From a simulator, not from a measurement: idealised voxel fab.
process module | voxel self aligned contacts
cross-section cut | 195 nm wide | cells 5 nm
A cross-section is a grid of square cells, given in bands from the top down. A band is one or more rows of cells.
Each band's line starts with the height of the band's top and of its bottom, in nm. Then come its materials from left to right, each with its width in nm. One material with "throughout" fills the band from edge to edge. "air" is empty space.
Height 0 is the level under which the wafer as received is all one material. The lowest band goes on downwards, as in "0 down".
A width such as "30 to 40" changes by the same amount from each row of cells to the next, from the band's top row to its bottom row.
"no change" after a step means that no cell of the cross-section changed.
closed voids: empty space of 8 cells or more with no open way to the top, each as width x height at its distance from the left edge, in nm
after a step's settings: what the simulator itself notes on the step
overlay nm, on a step with a mask: how far to the right of its planned place the mask lay; to the left if negative
plan
1 op RECEIVE | material Si
2 op OXIDIZE | depth nm 5
3 op DIRECTIONAL_DEP | material polySi | thk nm 20
4 op DIRECTIONAL_DEP | material SiN | thk nm 25
5 op MASKED_ETCH | tone cover | mask id GATE | width nm 30 | pitch nm 70 | etch materials SiN | depth nm 25 | overlay nm 0
6 op MASKED_ETCH | tone cover | mask id GATE | width nm 30 | pitch nm 70 | etch materials polySi | depth nm 20 | overlay nm 0
7 op CONFORMAL_DEP | material SiN | thk nm 10
8 op DIRECTIONAL_ETCH | etch materials SiN | depth nm 10
9 op FILL_DEP | material SiO2 | thk nm 15
10 op CMP | height nm 50
11 op DIRECTIONAL_DEP | material aC | thk nm 15
12 op PATTERN | tone open | mask id CONTACT | material resist | width nm 50 | thk nm 35 | overlay nm 0
13 op DIRECTIONAL_ETCH | etch materials aC | depth nm 15
14 op STRIP | etch materials resist
15 op DIRECTIONAL_ETCH | etch materials SiO2 | depth nm 55
16 op STRIP | etch materials aC
17 op CONFORMAL_DEP | material TiN | thk nm 5
18 op FILL_DEP | material Ru | thk nm 10
19 op CMP | height nm 50
20 op CONFORMAL_DEP | material SiCN | thk nm 5
first wafer, as planned
as received, after step 1
  0 down: Si throughout
  closed voids: none
after step 2
  0 to -5: SiO2 throughout
  below -5: unchanged
after step 3
  20 to 0: polySi throughout
  below 0: unchanged
after step 4
  45 to 20: SiN throughout
  below 20: unchanged
after step 5
  45 to 20: air 45 | SiN 30 | air 40 | SiN 30 | air 50
  below 20: unchanged
after step 6
  45 to 20: air 45 | SiN 30 | air 40 | SiN 30 | air 50
  20 to 0: air 45 | polySi 30 | air 40 | polySi 30 | air 50
  below 0: unchanged
after step 7
  55 to 20: air 35 | SiN 50 | air 20 | SiN 50 | air 40
  20 to 10: air 35 | SiN 10 | polySi 30 | SiN 10 | air 20 | SiN 10 | polySi 30 | SiN 10 | air 40
  10 to 0: SiN 45 | polySi 30 | SiN 40 | polySi 30 | SiN 50
  below 0: unchanged
after step 8
  45 to 20: air 35 | SiN 50 | air 20 | SiN 50 | air 40
  20 to 0: air 35 | SiN 10 | polySi 30 | SiN 10 | air 20 | SiN 10 | polySi 30 | SiN 10 | air 40
  below 0: unchanged
after step 9
  60 to 45: SiO2 throughout
  45 to 20: SiO2 35 | SiN 50 | SiO2 20 | SiN 50 | SiO2 40
  20 to 0: SiO2 35 | SiN 10 | polySi 30 | SiN 10 | SiO2 20 | SiN 10 | polySi 30 | SiN 10 | SiO2 40
  below 0: unchanged
after step 10
  50 to 45: SiO2 throughout
  below 45: unchanged
after step 11
  65 to 50: aC throughout
  below 50: unchanged
after step 12
  100 to 65: resist 70 | air 50 | resist 75
  below 65: unchanged
after step 13
  85 to 65: resist 70 | air 50 | resist 75
  65 to 50: aC 70 | air 50 | aC 75
  below 50: unchanged
after step 14
  65 to 50: aC 70 | air 50 | aC 75
  below 50: unchanged
after step 15
  65 to 50: aC 70 | air 50 | aC 75
  50 to 45: SiO2 70 | air 50 | SiO2 75
  45 to 20: SiO2 35 | SiN 50 | air 20 | SiN 50 | SiO2 40
  20 to 0: SiO2 35 | SiN 10 | polySi 30 | SiN 10 | air 20 | SiN 10 | polySi 30 | SiN 10 | SiO2 40
  0 to -5: SiO2 85 | air 20 | SiO2 90
  below -5: unchanged
after step 16
  50 to 45: SiO2 70 | air 50 | SiO2 75
  below 45: unchanged
after step 17
  55 to 50: TiN 75 | air 40 | TiN 80
  50 to 45: SiO2 70 | TiN 20 | air 10 | TiN 20 | SiO2 75
  45 to 20: SiO2 35 | SiN 50 | TiN 5 | air 10 | TiN 5 | SiN 50 | SiO2 40
  20 to 0: SiO2 35 | SiN 10 | polySi 30 | SiN 10 | TiN 5 | air 10 | TiN 5 | SiN 10 | polySi 30 | SiN 10 | SiO2 40
  0 to -5: SiO2 85 | TiN 20 | SiO2 90
  below -5: unchanged
after step 18
  65 to 55: Ru throughout
  55 to 50: TiN 75 | Ru 40 | TiN 80
  50 to 45: SiO2 70 | TiN 20 | Ru 10 | TiN 20 | SiO2 75
  45 to 20: SiO2 35 | SiN 50 | TiN 5 | Ru 10 | TiN 5 | SiN 50 | SiO2 40
  20 to 0: SiO2 35 | SiN 10 | polySi 30 | SiN 10 | TiN 5 | Ru 10 | TiN 5 | SiN 10 | polySi 30 | SiN 10 | SiO2 40
  below 0: unchanged
after step 19
  50 to 45: SiO2 70 | TiN 20 | Ru 10 | TiN 20 | SiO2 75
  below 45: unchanged
after step 20
  55 to 50: SiCN throughout
  below 50: unchanged
second wafer: like start, like plan, one mistake. Through step 11 it matches the first wafer
when step 12 should have ended
  100 to 65: resist 60 | air 50 | resist 85
  below 65: unchanged
when step 13 should have ended
  85 to 65: resist 60 | air 50 | resist 85
  65 to 50: aC 60 | air 50 | aC 85
  below 50: unchanged
when step 14 should have ended
  65 to 50: aC 60 | air 50 | aC 85
  below 50: unchanged
when step 15 should have ended
  65 to 50: aC 60 | air 50 | aC 85
  50 to 45: SiO2 60 | air 50 | SiO2 85
  45 to 20: SiO2 35 | SiN 50 | air 20 | SiN 50 | SiO2 40
  20 to 0: SiO2 35 | SiN 10 | polySi 30 | SiN 10 | air 20 | SiN 10 | polySi 30 | SiN 10 | SiO2 40
  0 to -5: SiO2 85 | air 20 | SiO2 90
  below -5: unchanged
when step 16 should have ended
  50 to 45: SiO2 60 | air 50 | SiO2 85
  below 45: unchanged
when step 17 should have ended
  55 to 50: TiN 65 | air 40 | TiN 90
  50 to 45: SiO2 60 | TiN 30 | air 10 | TiN 10 | SiO2 85
  45 to 20: SiO2 35 | SiN 50 | TiN 5 | air 10 | TiN 5 | SiN 50 | SiO2 40
  20 to 0: SiO2 35 | SiN 10 | polySi 30 | SiN 10 | TiN 5 | air 10 | TiN 5 | SiN 10 | polySi 30 | SiN 10 | SiO2 40
  0 to -5: SiO2 85 | TiN 20 | SiO2 90
  below -5: unchanged
when step 18 should have ended
  65 to 55: Ru throughout
  55 to 50: TiN 65 | Ru 40 | TiN 90
  50 to 45: SiO2 60 | TiN 30 | Ru 10 | TiN 10 | SiO2 85
  45 to 20: SiO2 35 | SiN 50 | TiN 5 | Ru 10 | TiN 5 | SiN 50 | SiO2 40
  20 to 0: SiO2 35 | SiN 10 | polySi 30 | SiN 10 | TiN 5 | Ru 10 | TiN 5 | SiN 10 | polySi 30 | SiN 10 | SiO2 40
  below 0: unchanged
when step 19 should have ended
  50 to 45: SiO2 60 | TiN 30 | Ru 10 | TiN 10 | SiO2 85
  below 45: unchanged
when step 20 should have ended
  55 to 50: SiCN throughout
  below 50: unchanged
what went wrong: step 12 ran as: op PATTERN | tone open | mask id CONTACT | material resist | width nm 50 | thk nm 35 | overlay nm -10
at the end the second wafer has, in cells: as many of each material as the first, in other places
